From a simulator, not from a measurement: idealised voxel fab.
Documented hereafter: the process module known as voxel self aligned contacts.
Square cell edge 5 nm, section width 230 nm, ID cut.
Cross-sections here: square-cell grids, written as top-down lists of bands, a band being one or more rows of cells.
Heights first: top, then bottom, in nm. Then materials, left to right, each with a width in nm. "edge to edge" on a single material: fills the band edge to edge. "blank": empty space.
Height is counted from the level 0, under which the received wafer is composed throughout of one material. The lowest of the bands is not closed at the bottom but continues downward, in the notation "from 0 down".
Note: "30..40" means the width goes from the first number (top row of the band) to the second number (bottom row) in equal steps per row of cells.
For the purposes of this document, the phrase "no change occurred" attached to a step denotes that no cell within the cross-section was modified by that step.
For the entry "Closed void list", the listed items are empty spaces with no open way to the top whose size is 8 cells or more; each item follows the pattern width x height at distance, where distance is from the left edge and all three are in nm.
Text after the settings on a step's line: the simulator's own remark on that step.
overlay nm, on a step with a mask: how far to the right of its planned place the mask lay; to the left if negative

Steps in the process plan
| 1 | RECEIVE with material Si |
| 2 | OXIDIZE with depth nm 5 |
| 3 | DIRECTIONAL_DEP with material polySi, thk nm 30 |
| 4 | DIRECTIONAL_DEP with material SiN, thk nm 20 |
| 5 | PATTERN with tone cover, mask id GATE, material resist, width nm 35, pitch nm 70, thk nm 20, overlay nm 0 |
| 6 | DIRECTIONAL_ETCH with etch materials SiN, depth nm 20 |
| 7 | DIRECTIONAL_ETCH with etch materials polySi, depth nm 30 |
| 8 | STRIP with etch materials resist |
| 9 | CONFORMAL_DEP with material SiN, thk nm 5 |
| 10 | DIRECTIONAL_ETCH with etch materials SiN, depth nm 5 |
| 11 | FILL_DEP with material SiO2, thk nm 20 |
| 12 | CMP with height nm 60 |
| 13 | MASKED_ETCH with tone open, mask id CONTACT, width nm 55, etch materials SiO2, depth nm 65, overlay nm 0 |
| 14 | CONFORMAL_DEP with material TiN, thk nm 5 |
| 15 | FILL_DEP with material W, thk nm 5 |
| 16 | CMP with height nm 60 |
| 17 | CONFORMAL_DEP with material SiN, thk nm 5 |

Cross-section of the wafer upon arrival, representing the state reached after step 1
    from 0 down = Si edge to edge
    Closed void list: none

Cross-section, first of two wafers, end of module, run as planned
    from 65 to 60 = SiN edge to edge
    from 60 to 50 = SiO2 85, then TiN 5..20, then W 45..15, then TiN 5..20, then SiO2 90
    from 50 to 30 = SiO2 55, then SiN 45, then TiN 5, then W 15, then TiN 5, then SiN 45, then SiO2 60
    from 30 to 0 = SiO2 55, then SiN 5, then polySi 35, then SiN 5, then TiN 5, then W 15, then TiN 5, then SiN 5, then polySi 35, then SiN 5, then SiO2 60
    from 0 to -5 = SiO2 100, then TiN 25, then SiO2 105
    from -5 down = Si edge to edge
    Closed void list: none

The second wafer, shown in cross-section after the module: started the same way as the first and given the same plan, yet one mistake crept into how it was run
    from 65 to 60 = SiN edge to edge
    from 60 to 50 = SiO2 85, then TiN 5..20, then W 45..20, then TiN 5..15, then SiO2 90
    from 50 to 30 = SiO2 60, then SiN 40, then TiN 5, then W 20, then TiN 5, then SiN 40, then SiO2 60
    from 30 to 0 = SiO2 60, then SiN 5, then polySi 30, then SiN 5, then TiN 5, then W 20, then TiN 5, then SiN 5, then polySi 30, then SiN 5, then SiO2 60
    from 0 to -5 = SiO2 100, then TiN 30, then SiO2 100
    from -5 down = Si edge to edge
    Closed void list: none
Against the plan, the run slipped here: rather than as planned, step 5 actually ran as PATTERN with tone cover, mask id GATE, material resist, width nm 30, pitch nm 70, thk nm 20, overlay nm 0
Bottom line after processing is that, in cells, the second wafer is up or down on some materials versus the first: SiN: 8 fewer, SiO2: 9 more, W: 11 more, polySi: 12 fewer
